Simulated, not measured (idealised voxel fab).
Process module, titled voxel transistor to metal
Square cells of 5 nm make up the cross-section cut, whose width is 270 nm.
Format of a cross-section: grid, square cells. Given as bands. Order: top down. Band: one or more rows of cells.
Top height, bottom height, nm. Materials left to right, width each, nm. Single material + "all across" = fills band edge to edge. "empty" = empty.
For the purposes of this specification, 0 denotes the height below which the wafer in its as-received condition is composed wholly of one material, and the lowermost band, lacking a lower limit, extends downward without end, as expressed in "0 and below".
The width entry "30->40" should be interpreted row by row: the top row of cells in the band takes the first number, the bottom row takes the second number, and the change between adjacent rows is uniform throughout.
For the purposes of this document, the phrase "remained the same" attached to a step denotes that no cell within the cross-section was modified by that step.
Listed in "Enclosed voids": every empty space of 8 or more cells without an open way to the top. Form: width x height at distance, the distance being from the left edge, all in nm.
It should be noted that, on the line of a given step, the content following the step's settings is a remark produced by the simulator itself with respect to that step.
If you see "overlay nm" on a step's line and that step has a mask, it's telling you how far right of where it was planned the mask ended up; a negative number means it went left instead.
Quick note on how to read the rest: it's all pairs. You get the cross-section before a process step and the one after, but the after one only goes down as far as the lowest band that changed. The step in between, with its settings, sits under the pair. Heads up, the pairs can come from different runs of this module on the same starting wafer, so don't assume a pair picks up from the one above unless its "Incoming structure" entry says it does.

INCOMING STRUCTURE
- 50 down to 30: resist 30 nm  empty 15 nm  resist 55 nm  empty 15 nm  resist 40 nm  empty 15 nm  resist 55 nm  empty 15 nm  resist 30 nm
- 30 down to 20: SiO2 30 nm  empty 15 nm  SiO2 55 nm  empty 15 nm  SiO2 40 nm  empty 15 nm  SiO2 55 nm  empty 15 nm  SiO2 30 nm
- 20 down to 10: SiO2 30 nm  empty 15 nm  SiO2 10 nm  SiN 5 nm  HfO2 5 nm  TiN 5 nm  W 5 nm  TiN 5 nm  HfO2 5 nm  SiN 5 nm  SiO2 10 nm  empty 15 nm  SiO2 40 nm  empty 15 nm  SiO2 10 nm  SiN 5 nm  HfO2 5 nm  TiN 5 nm  W 5 nm  TiN 5 nm  HfO2 5 nm  SiN 5 nm  SiO2 10 nm  empty 15 nm  SiO2 30 nm
- 10 down to 5: SiO2 15 nm  SiN 5 nm  SiO2 10 nm  empty 15 nm  SiO2 10 nm  SiN 5 nm  HfO2 5 nm  TiN 5 nm  W 5 nm  TiN 5 nm  HfO2 5 nm  SiN 5 nm  SiO2 10 nm  empty 15 nm  SiO2 10 nm  SiN 5 nm  SiO2 10 nm  SiN 5 nm  SiO2 10 nm  empty 15 nm  SiO2 10 nm  SiN 5 nm  HfO2 5 nm  TiN 5 nm  W 5 nm  TiN 5 nm  HfO2 5 nm  SiN 5 nm  SiO2 10 nm  empty 15 nm  SiO2 10 nm  SiN 5 nm  SiO2 15 nm
- 5 down to 0: SiO2 15 nm  SiN 5 nm  SiO2 10 nm  empty 15 nm  nSi 10 nm  SiN 5 nm  HfO2 5 nm  TiN 15 nm  HfO2 5 nm  SiN 5 nm  nSi 10 nm  empty 15 nm  SiO2 10 nm  SiN 5 nm  SiO2 10 nm  SiN 5 nm  SiO2 10 nm  empty 15 nm  nSi 10 nm  SiN 5 nm  HfO2 5 nm  TiN 15 nm  HfO2 5 nm  SiN 5 nm  nSi 10 nm  empty 15 nm  SiO2 10 nm  SiN 5 nm  SiO2 15 nm
- 0 down to -5: SiO2 30 nm  empty 15 nm  nSi 10 nm  HfO2 35 nm  nSi 10 nm  empty 15 nm  SiO2 40 nm  empty 15 nm  nSi 10 nm  HfO2 35 nm  nSi 10 nm  empty 15 nm  SiO2 30 nm
- -5 down to -15: SiO2 20 nm  nSi 35 nm  Si 35 nm  nSi 35 nm  SiO2 20 nm  nSi 35 nm  Si 35 nm  nSi 35 nm  SiO2 20 nm
- -15 down to -20: SiO2 20 nm  Si 105 nm  SiO2 20 nm  Si 105 nm  SiO2 20 nm
- -20 and below: Si all across
- Enclosed voids: none

POST-PROCESS SECTION
- 30 down to 20: SiO2 30 nm  empty 15 nm  SiO2 55 nm  empty 15 nm  SiO2 40 nm  empty 15 nm  SiO2 55 nm  empty 15 nm  SiO2 30 nm
- below 20: unchanged
- Enclosed voids: none
Going from the before section above to the after section, the step was STRIP, etch materials resist

Incoming structure: For the state before this step, see the after cross-section of the pair located directly above.

POST-PROCESS SECTION
- 35 down to 30: TiN 35 nm  empty 5 nm  TiN 65 nm  empty 5 nm  TiN 50 nm  empty 5 nm  TiN 65 nm  empty 5 nm  TiN 35 nm
- 30 down to 20: SiO2 30 nm  TiN 5 nm  empty 5 nm  TiN 5 nm  SiO2 55 nm  TiN 5 nm  empty 5 nm  TiN 5 nm  SiO2 40 nm  TiN 5 nm  empty 5 nm  TiN 5 nm  SiO2 55 nm  TiN 5 nm  empty 5 nm  TiN 5 nm  SiO2 30 nm
- 20 down to 10: SiO2 30 nm  TiN 5 nm  empty 5 nm  TiN 5 nm  SiO2 10 nm  SiN 5 nm  HfO2 5 nm  TiN 5 nm  W 5 nm  TiN 5 nm  HfO2 5 nm  SiN 5 nm  SiO2 10 nm  TiN 5 nm  empty 5 nm  TiN 5 nm  SiO2 40 nm  TiN 5 nm  empty 5 nm  TiN 5 nm  SiO2 10 nm  SiN 5 nm  HfO2 5 nm  TiN 5 nm  W 5 nm  TiN 5 nm  HfO2 5 nm  SiN 5 nm  SiO2 10 nm  TiN 5 nm  empty 5 nm  TiN 5 nm  SiO2 30 nm
- 10 down to 5: SiO2 15 nm  SiN 5 nm  SiO2 10 nm  TiN 5 nm  empty 5 nm  TiN 5 nm  SiO2 10 nm  SiN 5 nm  HfO2 5 nm  TiN 5 nm  W 5 nm  TiN 5 nm  HfO2 5 nm  SiN 5 nm  SiO2 10 nm  TiN 5 nm  empty 5 nm  TiN 5 nm  SiO2 10 nm  SiN 5 nm  SiO2 10 nm  SiN 5 nm  SiO2 10 nm  TiN 5 nm  empty 5 nm  TiN 5 nm  SiO2 10 nm  SiN 5 nm  HfO2 5 nm  TiN 5 nm  W 5 nm  TiN 5 nm  HfO2 5 nm  SiN 5 nm  SiO2 10 nm  TiN 5 nm  empty 5 nm  TiN 5 nm  SiO2 10 nm  SiN 5 nm  SiO2 15 nm
- 5 down to 0: SiO2 15 nm  SiN 5 nm  SiO2 10 nm  TiN 5 nm  empty 5 nm  TiN 5 nm  nSi 10 nm  SiN 5 nm  HfO2 5 nm  TiN 15 nm  HfO2 5 nm  SiN 5 nm  nSi 10 nm  TiN 5 nm  empty 5 nm  TiN 5 nm  SiO2 10 nm  SiN 5 nm  SiO2 10 nm  SiN 5 nm  SiO2 10 nm  TiN 5 nm  empty 5 nm  TiN 5 nm  nSi 10 nm  SiN 5 nm  HfO2 5 nm  TiN 15 nm  HfO2 5 nm  SiN 5 nm  nSi 10 nm  TiN 5 nm  empty 5 nm  TiN 5 nm  SiO2 10 nm  SiN 5 nm  SiO2 15 nm
- 0 down to -5: SiO2 30 nm  TiN 15 nm  nSi 10 nm  HfO2 35 nm  nSi 10 nm  TiN 15 nm  SiO2 40 nm  TiN 15 nm  nSi 10 nm  HfO2 35 nm  nSi 10 nm  TiN 15 nm  SiO2 30 nm
- below -5: unchanged
- Enclosed voids: none
Going from the before section above to the after section, the step was CONFORMAL_DEP, material TiN, thk nm 5

Incoming structure: For the state before this step, see the after cross-section of the pair located directly above.

POST-PROCESS SECTION
- 45 down to 35: Ru all across
- 35 down to 30: TiN 35 nm  Ru 5 nm  TiN 65 nm  Ru 5 nm  TiN 50 nm  Ru 5 nm  TiN 65 nm  Ru 5 nm  TiN 35 nm
- 30 down to 20: SiO2 30 nm  TiN 5 nm  Ru 5 nm  TiN 5 nm  SiO2 55 nm  TiN 5 nm  Ru 5 nm  TiN 5 nm  SiO2 40 nm  TiN 5 nm  Ru 5 nm  TiN 5 nm  SiO2 55 nm  TiN 5 nm  Ru 5 nm  TiN 5 nm  SiO2 30 nm
- 20 down to 10: SiO2 30 nm  TiN 5 nm  Ru 5 nm  TiN 5 nm  SiO2 10 nm  SiN 5 nm  HfO2 5 nm  TiN 5 nm  W 5 nm  TiN 5 nm  HfO2 5 nm  SiN 5 nm  SiO2 10 nm  TiN 5 nm  Ru 5 nm  TiN 5 nm  SiO2 40 nm  TiN 5 nm  Ru 5 nm  TiN 5 nm  SiO2 10 nm  SiN 5 nm  HfO2 5 nm  TiN 5 nm  W 5 nm  TiN 5 nm  HfO2 5 nm  SiN 5 nm  SiO2 10 nm  TiN 5 nm  Ru 5 nm  TiN 5 nm  SiO2 30 nm
- 10 down to 5: SiO2 15 nm  SiN 5 nm  SiO2 10 nm  TiN 5 nm  Ru 5 nm  TiN 5 nm  SiO2 10 nm  SiN 5 nm  HfO2 5 nm  TiN 5 nm  W 5 nm  TiN 5 nm  HfO2 5 nm  SiN 5 nm  SiO2 10 nm  TiN 5 nm  Ru 5 nm  TiN 5 nm  SiO2 10 nm  SiN 5 nm  SiO2 10 nm  SiN 5 nm  SiO2 10 nm  TiN 5 nm  Ru 5 nm  TiN 5 nm  SiO2 10 nm  SiN 5 nm  HfO2 5 nm  TiN 5 nm  W 5 nm  TiN 5 nm  HfO2 5 nm  SiN 5 nm  SiO2 10 nm  TiN 5 nm  Ru 5 nm  TiN 5 nm  SiO2 10 nm  SiN 5 nm  SiO2 15 nm
- 5 down to 0: SiO2 15 nm  SiN 5 nm  SiO2 10 nm  TiN 5 nm  Ru 5 nm  TiN 5 nm  nSi 10 nm  SiN 5 nm  HfO2 5 nm  TiN 15 nm  HfO2 5 nm  SiN 5 nm  nSi 10 nm  TiN 5 nm  Ru 5 nm  TiN 5 nm  SiO2 10 nm  SiN 5 nm  SiO2 10 nm  SiN 5 nm  SiO2 10 nm  TiN 5 nm  Ru 5 nm  TiN 5 nm  nSi 10 nm  SiN 5 nm  HfO2 5 nm  TiN 15 nm  HfO2 5 nm  SiN 5 nm  nSi 10 nm  TiN 5 nm  Ru 5 nm  TiN 5 nm  SiO2 10 nm  SiN 5 nm  SiO2 15 nm
- below 0: unchanged
- Enclosed voids: none
Going from the before section above to the after section, the step was FILL_DEP, material Ru, thk nm 10

Incoming structure: For the state before this step, see the after cross-section of the pair located directly above.

POST-PROCESS SECTION
- 30 down to 20: SiO2 30 nm  TiN 5 nm  Ru 5 nm  TiN 5 nm  SiO2 55 nm  TiN 5 nm  Ru 5 nm  TiN 5 nm  SiO2 40 nm  TiN 5 nm  Ru 5 nm  TiN 5 nm  SiO2 55 nm  TiN 5 nm  Ru 5 nm  TiN 5 nm  SiO2 30 nm
- below 20: unchanged
- Enclosed voids: none
Going from the before section above to the after section, the step was CMP, height nm 30

Incoming structure: For the state before this step, see the after cross-section of the pair located directly above.

POST-PROCESS SECTION
- 35 down to 30: TiN all across
- below 30: unchanged
- Enclosed voids: none
Going from the before section above to the after section, the step was DIRECTIONAL_DEP, material TiN, thk nm 5

Incoming structure: For the state before this step, see the after cross-section of the pair located directly above.

POST-PROCESS SECTION
- 50 down to 35: Ru all across
- below 35: unchanged
- Enclosed voids: none
Going from the before section above to the after section, the step was DIRECTIONAL_DEP, material Ru, thk nm 15

Incoming structure: For the state before this step, see the after cross-section of the pair located directly above.

POST-PROCESS SECTION
- 50 down to 35: empty 30 nm  Ru 15 nm  empty 55 nm  Ru 15 nm  empty 40 nm  Ru 15 nm  empty 55 nm  Ru 15 nm  empty 30 nm
- below 35: unchanged
- Enclosed voids: none
Going from the before section above to the after section, the step was MASKED_ETCH, tone cover, mask id METAL_1, width nm 15, etch materials Ru, depth nm 15, overlay nm 0

Incoming structure: For the state before this step, see the after cross-section of the pair located directly above.

POST-PROCESS SECTION
- 50 down to 35: empty 30 nm  Ru 15 nm  empty 55 nm  Ru 15 nm  empty 40 nm  Ru 15 nm  empty 55 nm  Ru 15 nm  empty 30 nm
- 35 down to 30: empty 30 nm  TiN 15 nm  empty 55 nm  TiN 15 nm  empty 40 nm  TiN 15 nm  empty 55 nm  TiN 15 nm  empty 30 nm
- below 30: unchanged
- Enclosed voids: none
Going from the before section above to the after section, the step was MASKED_ETCH, tone cover, mask id METAL_1, width nm 15, etch materials TiN, depth nm 5, overlay nm 0

Incoming structure: For the state before this step, see the after cross-section of the pair located directly above.

POST-PROCESS SECTION
- 55 down to 50: empty 25 nm  SiCN 25 nm  empty 45 nm  SiCN 25 nm  empty 30 nm  SiCN 25 nm  empty 45 nm  SiCN 25 nm  empty 25 nm
- 50 down to 35: empty 25 nm  SiCN 5 nm  Ru 15 nm  SiCN 5 nm  empty 45 nm  SiCN 5 nm  Ru 15 nm  SiCN 5 nm  empty 30 nm  SiCN 5 nm  Ru 15 nm  SiCN 5 nm  empty 45 nm  SiCN 5 nm  Ru 15 nm  SiCN 5 nm  empty 25 nm
- 35 down to 30: SiCN 30 nm  TiN 15 nm  SiCN 55 nm  TiN 15 nm  SiCN 40 nm  TiN 15 nm  SiCN 55 nm  TiN 15 nm  SiCN 30 nm
- below 30: unchanged
- Enclosed voids: none
Going from the before section above to the after section, the step was CONFORMAL_DEP, material SiCN, thk nm 5

Incoming structure: For the state before this step, see the after cross-section of the pair located directly above.

POST-PROCESS SECTION
- 60 down to 55: lowk all across
- 55 down to 50: lowk 25 nm  SiCN 25 nm  lowk 45 nm  SiCN 25 nm  lowk 30 nm  SiCN 25 nm  lowk 45 nm  SiCN 25 nm  lowk 25 nm
- 50 down to 35: lowk 25 nm  SiCN 5 nm  Ru 15 nm  SiCN 5 nm  lowk 45 nm  SiCN 5 nm  Ru 15 nm  SiCN 5 nm  lowk 30 nm  SiCN 5 nm  Ru 15 nm  SiCN 5 nm  lowk 45 nm  SiCN 5 nm  Ru 15 nm  SiCN 5 nm  lowk 25 nm
- below 35: unchanged
- Enclosed voids: none
Going from the before section above to the after section, the step was FILL_DEP, material lowk, thk nm 5

Incoming structure: For the state before this step, see the after cross-section of the pair located directly above.

POST-PROCESS SECTION
- 50 down to 35: lowk 25 nm  SiCN 5 nm  Ru 15 nm  SiCN 5 nm  lowk 45 nm  SiCN 5 nm  Ru 15 nm  SiCN 5 nm  lowk 30 nm  SiCN 5 nm  Ru 15 nm  SiCN 5 nm  lowk 45 nm  SiCN 5 nm  Ru 15 nm  SiCN 5 nm  lowk 25 nm
- below 35: unchanged
- Enclosed voids: none
Going from the before section above to the after section, the step was CMP, height nm 50

Incoming structure: For the state before this step, see the after cross-section of the pair located directly above.

POST-PROCESS SECTION
- 55 down to 50: SiCN all across
- below 50: unchanged
- Enclosed voids: none
Going from the before section above to the after section, the step was CONFORMAL_DEP, material SiCN, thk nm 5

INCOMING STRUCTURE
- 25 down to 20: empty 55 nm  SiN 5 nm  empty 25 nm  SiN 5 nm  empty 90 nm  SiN 5 nm  empty 25 nm  SiN 5 nm  empty 55 nm
- 20 down to 10: SiO2 55 nm  SiN 5 nm  empty 25 nm  SiN 5 nm  SiO2 90 nm  SiN 5 nm  empty 25 nm  SiN 5 nm  SiO2 55 nm
- 10 down to 5: SiO2 15 nm  SiN 5 nm  SiO2 35 nm  SiN 5 nm  empty 25 nm  SiN 5 nm  SiO2 35 nm  SiN 5 nm  SiO2 10 nm  SiN 5 nm  SiO2 35 nm  SiN 5 nm  empty 25 nm  SiN 5 nm  SiO2 35 nm  SiN 5 nm  SiO2 15 nm
- 5 down to 0: SiO2 15 nm  SiN 5 nm  SiO2 25 nm  nSi 10 nm  SiN 5 nm  empty 25 nm  SiN 5 nm  nSi 10 nm  SiO2 25 nm  SiN 5 nm  SiO2 10 nm  SiN 5 nm  SiO2 25 nm  nSi 10 nm  SiN 5 nm  empty 25 nm  SiN 5 nm  nSi 10 nm  SiO2 25 nm  SiN 5 nm  SiO2 15 nm
- 0 down to -5: SiO2 45 nm  nSi 10 nm  empty 35 nm  nSi 10 nm  SiO2 70 nm  nSi 10 nm  empty 35 nm  nSi 10 nm  SiO2 45 nm
- -5 down to -15: SiO2 20 nm  nSi 35 nm  Si 35 nm  nSi 35 nm  SiO2 20 nm  nSi 35 nm  Si 35 nm  nSi 35 nm  SiO2 20 nm
- -15 down to -20: SiO2 20 nm  Si 105 nm  SiO2 20 nm  Si 105 nm  SiO2 20 nm
- -20 and below: Si all across
- Enclosed voids: none

POST-PROCESS SECTION
- 30 down to 25: empty 50 nm  TiN 15 nm  empty 15 nm  TiN 15 nm  empty 80 nm  TiN 15 nm  empty 15 nm  TiN 15 nm  empty 50 nm
- 25 down to 20: TiN 55 nm  SiN 5 nm  TiN 5 nm  empty 15 nm  TiN 5 nm  SiN 5 nm  TiN 90 nm  SiN 5 nm  TiN 5 nm  empty 15 nm  TiN 5 nm  SiN 5 nm  TiN 55 nm
- 20 down to 10: SiO2 55 nm  SiN 5 nm  TiN 5 nm  empty 15 nm  TiN 5 nm  SiN 5 nm  SiO2 90 nm  SiN 5 nm  TiN 5 nm  empty 15 nm  TiN 5 nm  SiN 5 nm  SiO2 55 nm
- 10 down to 5: SiO2 15 nm  SiN 5 nm  SiO2 35 nm  SiN 5 nm  TiN 5 nm  empty 15 nm  TiN 5 nm  SiN 5 nm  SiO2 35 nm  SiN 5 nm  SiO2 10 nm  SiN 5 nm  SiO2 35 nm  SiN 5 nm  TiN 5 nm  empty 15 nm  TiN 5 nm  SiN 5 nm  SiO2 35 nm  SiN 5 nm  SiO2 15 nm
- 5 down to 0: SiO2 15 nm  SiN 5 nm  SiO2 25 nm  nSi 10 nm  SiN 5 nm  TiN 5 nm  empty 15 nm  TiN 5 nm  SiN 5 nm  nSi 10 nm  SiO2 25 nm  SiN 5 nm  SiO2 10 nm  SiN 5 nm  SiO2 25 nm  nSi 10 nm  SiN 5 nm  TiN 5 nm  empty 15 nm  TiN 5 nm  SiN 5 nm  nSi 10 nm  SiO2 25 nm  SiN 5 nm  SiO2 15 nm
- 0 down to -5: SiO2 45 nm  nSi 10 nm  TiN 35 nm  nSi 10 nm  SiO2 70 nm  nSi 10 nm  TiN 35 nm  nSi 10 nm  SiO2 45 nm
- below -5: unchanged
- Enclosed voids: none
Going from the before section above to the after section, the step was CONFORMAL_DEP, material TiN, thk nm 5

Incoming structure: For the state before this step, see the after cross-section of the pair located directly above.

POST-PROCESS SECTION
- 35 down to 30: W all across
- 30 down to 25: W 50 nm  TiN 15 nm  W 15 nm  TiN 15 nm  W 80 nm  TiN 15 nm  W 15 nm  TiN 15 nm  W 50 nm
- 25 down to 20: TiN 55 nm  SiN 5 nm  TiN 5 nm  W 15 nm  TiN 5 nm  SiN 5 nm  TiN 90 nm  SiN 5 nm  TiN 5 nm  W 15 nm  TiN 5 nm  SiN 5 nm  TiN 55 nm
- 20 down to 10: SiO2 55 nm  SiN 5 nm  TiN 5 nm  W 15 nm  TiN 5 nm  SiN 5 nm  SiO2 90 nm  SiN 5 nm  TiN 5 nm  W 15 nm  TiN 5 nm  SiN 5 nm  SiO2 55 nm
- 10 down to 5: SiO2 15 nm  SiN 5 nm  SiO2 35 nm  SiN 5 nm  TiN 5 nm  W 15 nm  TiN 5 nm  SiN 5 nm  SiO2 35 nm  SiN 5 nm  SiO2 10 nm  SiN 5 nm  SiO2 35 nm  SiN 5 nm  TiN 5 nm  W 15 nm  TiN 5 nm  SiN 5 nm  SiO2 35 nm  SiN 5 nm  SiO2 15 nm
- 5 down to 0: SiO2 15 nm  SiN 5 nm  SiO2 25 nm  nSi 10 nm  SiN 5 nm  TiN 5 nm  W 15 nm  TiN 5 nm  SiN 5 nm  nSi 10 nm  SiO2 25 nm  SiN 5 nm  SiO2 10 nm  SiN 5 nm  SiO2 25 nm  nSi 10 nm  SiN 5 nm  TiN 5 nm  W 15 nm  TiN 5 nm  SiN 5 nm  nSi 10 nm  SiO2 25 nm  SiN 5 nm  SiO2 15 nm
- below 0: unchanged
- Enclosed voids: none
Going from the before section above to the after section, the step was FILL_DEP, material W, thk nm 5

Incoming structure: For the state before this step, see the after cross-section of the pair located directly above.

POST-PROCESS SECTION
- 20 down to 10: SiO2 55 nm  SiN 5 nm  TiN 5 nm  W 15 nm  TiN 5 nm  SiN 5 nm  SiO2 90 nm  SiN 5 nm  TiN 5 nm  W 15 nm  TiN 5 nm  SiN 5 nm  SiO2 55 nm
- below 10: unchanged
- Enclosed voids: none
Going from the before section above to the after section, the step was CMP, height nm 20

Incoming structure: For the state before this step, see the after cross-section of the pair located directly above.

POST-PROCESS SECTION
- 30 down to 20: SiO2 all across
- below 20: unchanged
- Enclosed voids: none
Going from the before section above to the after section, the step was DIRECTIONAL_DEP, material SiO2, thk nm 10

Incoming structure: For the state before this step, see the after cross-section of the pair located directly above.

POST-PROCESS SECTION
- 50 down to 30: resist 30 nm  empty 15 nm  resist 55 nm  empty 15 nm  resist 40 nm  empty 15 nm  resist 55 nm  empty 15 nm  resist 30 nm
- below 30: unchanged
- Enclosed voids: none
Going from the before section above to the after section, the step was PATTERN, tone open, mask id CONTACT, material resist, width nm 15, thk nm 20, overlay nm 0

Incoming structure: For the state before this step, see the after cross-section of the pair located directly above.

POST-PROCESS SECTION
- 50 down to 30: resist 30 nm  empty 15 nm  resist 55 nm  empty 15 nm  resist 40 nm  empty 15 nm  resist 55 nm  empty 15 nm  resist 30 nm
- 30 down to 20: SiO2 30 nm  empty 15 nm  SiO2 55 nm  empty 15 nm  SiO2 40 nm  empty 15 nm  SiO2 55 nm  empty 15 nm  SiO2 30 nm
- 20 down to 10: SiO2 30 nm  empty 15 nm  SiO2 10 nm  SiN 5 nm  TiN 5 nm  W 15 nm  TiN 5 nm  SiN 5 nm  SiO2 10 nm  empty 15 nm  SiO2 40 nm  empty 15 nm  SiO2 10 nm  SiN 5 nm  TiN 5 nm  W 15 nm  TiN 5 nm  SiN 5 nm  SiO2 10 nm  empty 15 nm  SiO2 30 nm
- 10 down to 5: SiO2 15 nm  SiN 5 nm  SiO2 10 nm  empty 15 nm  SiO2 10 nm  SiN 5 nm  TiN 5 nm  W 15 nm  TiN 5 nm  SiN 5 nm  SiO2 10 nm  empty 15 nm  SiO2 10 nm  SiN 5 nm  SiO2 10 nm  SiN 5 nm  SiO2 10 nm  empty 15 nm  SiO2 10 nm  SiN 5 nm  TiN 5 nm  W 15 nm  TiN 5 nm  SiN 5 nm  SiO2 10 nm  empty 15 nm  SiO2 10 nm  SiN 5 nm  SiO2 15 nm
- 5 down to 0: SiO2 15 nm  SiN 5 nm  SiO2 10 nm  empty 15 nm  nSi 10 nm  SiN 5 nm  TiN 5 nm  W 15 nm  TiN 5 nm  SiN 5 nm  nSi 10 nm  empty 15 nm  SiO2 10 nm  SiN 5 nm  SiO2 10 nm  SiN 5 nm  SiO2 10 nm  empty 15 nm  nSi 10 nm  SiN 5 nm  TiN 5 nm  W 15 nm  TiN 5 nm  SiN 5 nm  nSi 10 nm  empty 15 nm  SiO2 10 nm  SiN 5 nm  SiO2 15 nm
- 0 down to -5: SiO2 30 nm  empty 15 nm  nSi 10 nm  TiN 35 nm  nSi 10 nm  empty 15 nm  SiO2 40 nm  empty 15 nm  nSi 10 nm  TiN 35 nm  nSi 10 nm  empty 15 nm  SiO2 30 nm
- below -5: unchanged
- Enclosed voids: none
Going from the before section above to the after section, the step was DIRECTIONAL_ETCH, etch materials SiO2, depth nm 35

Incoming structure: For the state before this step, see the after cross-section of the pair located directly above.

POST-PROCESS SECTION
- 30 down to 20: SiO2 30 nm  empty 15 nm  SiO2 55 nm  empty 15 nm  SiO2 40 nm  empty 15 nm  SiO2 55 nm  empty 15 nm  SiO2 30 nm
- below 20: unchanged
- Enclosed voids: none
Going from the before section above to the after section, the step was STRIP, etch materials resist

Incoming structure: For the state before this step, see the after cross-section of the pair located directly above.

POST-PROCESS SECTION
- 35 down to 30: TiN 35 nm  empty 5 nm  TiN 65 nm  empty 5 nm  TiN 50 nm  empty 5 nm  TiN 65 nm  empty 5 nm  TiN 35 nm
- 30 down to 20: SiO2 30 nm  TiN 5 nm  empty 5 nm  TiN 5 nm  SiO2 55 nm  TiN 5 nm  empty 5 nm  TiN 5 nm  SiO2 40 nm  TiN 5 nm  empty 5 nm  TiN 5 nm  SiO2 55 nm  TiN 5 nm  empty 5 nm  TiN 5 nm  SiO2 30 nm
- 20 down to 10: SiO2 30 nm  TiN 5 nm  empty 5 nm  TiN 5 nm  SiO2 10 nm  SiN 5 nm  TiN 5 nm  W 15 nm  TiN 5 nm  SiN 5 nm  SiO2 10 nm  TiN 5 nm  empty 5 nm  TiN 5 nm  SiO2 40 nm  TiN 5 nm  empty 5 nm  TiN 5 nm  SiO2 10 nm  SiN 5 nm  TiN 5 nm  W 15 nm  TiN 5 nm  SiN 5 nm  SiO2 10 nm  TiN 5 nm  empty 5 nm  TiN 5 nm  SiO2 30 nm
- 10 down to 5: SiO2 15 nm  SiN 5 nm  SiO2 10 nm  TiN 5 nm  empty 5 nm  TiN 5 nm  SiO2 10 nm  SiN 5 nm  TiN 5 nm  W 15 nm  TiN 5 nm  SiN 5 nm  SiO2 10 nm  TiN 5 nm  empty 5 nm  TiN 5 nm  SiO2 10 nm  SiN 5 nm  SiO2 10 nm  SiN 5 nm  SiO2 10 nm  TiN 5 nm  empty 5 nm  TiN 5 nm  SiO2 10 nm  SiN 5 nm  TiN 5 nm  W 15 nm  TiN 5 nm  SiN 5 nm  SiO2 10 nm  TiN 5 nm  empty 5 nm  TiN 5 nm  SiO2 10 nm  SiN 5 nm  SiO2 15 nm
- 5 down to 0: SiO2 15 nm  SiN 5 nm  SiO2 10 nm  TiN 5 nm  empty 5 nm  TiN 5 nm  nSi 10 nm  SiN 5 nm  TiN 5 nm  W 15 nm  TiN 5 nm  SiN 5 nm  nSi 10 nm  TiN 5 nm  empty 5 nm  TiN 5 nm  SiO2 10 nm  SiN 5 nm  SiO2 10 nm  SiN 5 nm  SiO2 10 nm  TiN 5 nm  empty 5 nm  TiN 5 nm  nSi 10 nm  SiN 5 nm  TiN 5 nm  W 15 nm  TiN 5 nm  SiN 5 nm  nSi 10 nm  TiN 5 nm  empty 5 nm  TiN 5 nm  SiO2 10 nm  SiN 5 nm  SiO2 15 nm
- 0 down to -5: SiO2 30 nm  TiN 15 nm  nSi 10 nm  TiN 35 nm  nSi 10 nm  TiN 15 nm  SiO2 40 nm  TiN 15 nm  nSi 10 nm  TiN 35 nm  nSi 10 nm  TiN 15 nm  SiO2 30 nm
- below -5: unchanged
- Enclosed voids: none
Going from the before section above to the after section, the step was CONFORMAL_DEP, material TiN, thk nm 5

Incoming structure: For the state before this step, see the after cross-section of the pair located directly above.

POST-PROCESS SECTION
- 45 down to 35: Ru all across
- 35 down to 30: TiN 35 nm  Ru 5 nm  TiN 65 nm  Ru 5 nm  TiN 50 nm  Ru 5 nm  TiN 65 nm  Ru 5 nm  TiN 35 nm
- 30 down to 20: SiO2 30 nm  TiN 5 nm  Ru 5 nm  TiN 5 nm  SiO2 55 nm  TiN 5 nm  Ru 5 nm  TiN 5 nm  SiO2 40 nm  TiN 5 nm  Ru 5 nm  TiN 5 nm  SiO2 55 nm  TiN 5 nm  Ru 5 nm  TiN 5 nm  SiO2 30 nm
- 20 down to 10: SiO2 30 nm  TiN 5 nm  Ru 5 nm  TiN 5 nm  SiO2 10 nm  SiN 5 nm  TiN 5 nm  W 15 nm  TiN 5 nm  SiN 5 nm  SiO2 10 nm  TiN 5 nm  Ru 5 nm  TiN 5 nm  SiO2 40 nm  TiN 5 nm  Ru 5 nm  TiN 5 nm  SiO2 10 nm  SiN 5 nm  TiN 5 nm  W 15 nm  TiN 5 nm  SiN 5 nm  SiO2 10 nm  TiN 5 nm  Ru 5 nm  TiN 5 nm  SiO2 30 nm
- 10 down to 5: SiO2 15 nm  SiN 5 nm  SiO2 10 nm  TiN 5 nm  Ru 5 nm  TiN 5 nm  SiO2 10 nm  SiN 5 nm  TiN 5 nm  W 15 nm  TiN 5 nm  SiN 5 nm  SiO2 10 nm  TiN 5 nm  Ru 5 nm  TiN 5 nm  SiO2 10 nm  SiN 5 nm  SiO2 10 nm  SiN 5 nm  SiO2 10 nm  TiN 5 nm  Ru 5 nm  TiN 5 nm  SiO2 10 nm  SiN 5 nm  TiN 5 nm  W 15 nm  TiN 5 nm  SiN 5 nm  SiO2 10 nm  TiN 5 nm  Ru 5 nm  TiN 5 nm  SiO2 10 nm  SiN 5 nm  SiO2 15 nm
- 5 down to 0: SiO2 15 nm  SiN 5 nm  SiO2 10 nm  TiN 5 nm  Ru 5 nm  TiN 5 nm  nSi 10 nm  SiN 5 nm  TiN 5 nm  W 15 nm  TiN 5 nm  SiN 5 nm  nSi 10 nm  TiN 5 nm  Ru 5 nm  TiN 5 nm  SiO2 10 nm  SiN 5 nm  SiO2 10 nm  SiN 5 nm  SiO2 10 nm  TiN 5 nm  Ru 5 nm  TiN 5 nm  nSi 10 nm  SiN 5 nm  TiN 5 nm  W 15 nm  TiN 5 nm  SiN 5 nm  nSi 10 nm  TiN 5 nm  Ru 5 nm  TiN 5 nm  SiO2 10 nm  SiN 5 nm  SiO2 15 nm
- below 0: unchanged
- Enclosed voids: none
Going from the before section above to the after section, the step was FILL_DEP, material Ru, thk nm 10

Incoming structure: For the state before this step, see the after cross-section of the pair located directly above.

POST-PROCESS SECTION
- 30 down to 20: SiO2 30 nm  TiN 5 nm  Ru 5 nm  TiN 5 nm  SiO2 55 nm  TiN 5 nm  Ru 5 nm  TiN 5 nm  SiO2 40 nm  TiN 5 nm  Ru 5 nm  TiN 5 nm  SiO2 55 nm  TiN 5 nm  Ru 5 nm  TiN 5 nm  SiO2 30 nm
- below 20: unchanged
- Enclosed voids: none
Going from the before section above to the after section, the step was CMP, height nm 30

Incoming structure: For the state before this step, see the after cross-section of the pair located directly above.

POST-PROCESS SECTION
- 35 down to 30: TiN all across
- below 30: unchanged
- Enclosed voids: none
Going from the before section above to the after section, the step was DIRECTIONAL_DEP, material TiN, thk nm 5

Incoming structure: For the state before this step, see the after cross-section of the pair located directly above.

POST-PROCESS SECTION
- 50 down to 35: Ru all across
- below 35: unchanged
- Enclosed voids: none
Going from the before section above to the after section, the step was DIRECTIONAL_DEP, material Ru, thk nm 15
